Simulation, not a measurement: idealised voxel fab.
Herein follows the process module entitled voxel self aligned vias.
Shown is cross-section cut, with a width of 225 nm and square cells of size 5 nm.
Cross-section, as written here: a square-cell grid given band by band from the top down, where a band holds one or more rows of cells.
Per band: top height and bottom height in nm, followed by the left-to-right materials and their widths in nm; "all across" marks a single material spanning edge to edge, "blank" marks empty space.
Zero point of the height axis is 0; under it, received wafer = one material. Lowest band: continues down indefinitely, "0 nm and below".
You'd read "30..40" like this: the band's top row of cells is as wide as the first number, its bottom row is as wide as the second, and going down, every row changes width by the same amount as the row before did.
No cell of the cross-section changed in a step that is given as "changes: none".
If an empty space has no open way to the top and is at least 8 cells in size, "Unvented cavities" lists it, written width x height at distance, where distance is measured from the left edge and every value is in nm.
Formally, on a step line, whatever follows the settings is a remark that the simulator itself makes on the step.
overlay nm: mask offset rightward from planned place, masked step; negative means leftward offset.
The steps planned for the process are as follows:
1) op RECEIVE | material Si
2) op CONFORMAL_DEP | material SiO2 | thk nm 15
3) op CONFORMAL_DEP | material SiCN | thk nm 5
4) op DIRECTIONAL_DEP | material lowk | thk nm 30
5) op PATTERN | tone open | mask id LINES | material resist | width nm 25 | pitch nm 65 | thk nm 20 | overlay nm 0
6) op DIRECTIONAL_ETCH | etch materials lowk | depth nm 30
7) op STRIP | etch materials resist
8) op CONFORMAL_DEP | material TiN | thk nm 5
9) op FILL_DEP | material Ru | thk nm 10
10) op CMP | height nm 50
11) op SELECTIVE_ETCH | etch materials W Ru TiN | depth nm 10
12) op FILL_DEP | material SiN | thk nm 10
13) op CMP | height nm 50
14) op DIRECTIONAL_DEP | material lowk | thk nm 15
15) op MASKED_ETCH | tone open | mask id VIAS | width nm 35 | pitch nm 65 | etch materials lowk | depth nm 15 | overlay nm 0
16) op MASKED_ETCH | tone open | mask id VIAS | width nm 35 | pitch nm 65 | etch materials SiN | depth nm 10 | overlay nm 0
17) op CONFORMAL_DEP | material TiN | thk nm 5
18) op FILL_DEP | material Ru | thk nm 10
19) op CMP | height nm 65
20) op CONFORMAL_DEP | material SiCN | thk nm 5
Received-state cross-section, reflecting completion of step 1:
0 nm and below = Si all across
Unvented cavities: none
Wafer cross-section at end of module: start and plan as shown above, one execution error:
70 nm to 65 nm = SiCN all across
65 nm to 55 nm = lowk (60), then TiN (5), then Ru (25), then TiN (5), then lowk (30), then TiN (5), then Ru (25), then TiN (5), then lowk (65)
55 nm to 50 nm = lowk (60), then TiN (35), then lowk (30), then TiN (35), then lowk (65)
50 nm to 40 nm = SiN (60), then TiN (5), then lowk (25), then TiN (5), then SiN (30), then TiN (5), then lowk (25), then TiN (5), then SiN (65)
40 nm to 25 nm = Ru (60), then TiN (5), then lowk (25), then TiN (5), then Ru (30), then TiN (5), then lowk (25), then TiN (5), then Ru (65)
25 nm to 20 nm = TiN (65), then lowk (25), then TiN (40), then lowk (25), then TiN (70)
20 nm to 15 nm = SiCN all across
15 nm to 0 nm = SiO2 all across
0 nm and below = Si all across
Unvented cavities: none
Here's what went sideways: step 5 deviated from plan and actually ran as op PATTERN | tone cover | mask id LINES | material resist | width nm 25 | pitch nm 65 | thk nm 20 | overlay nm 0
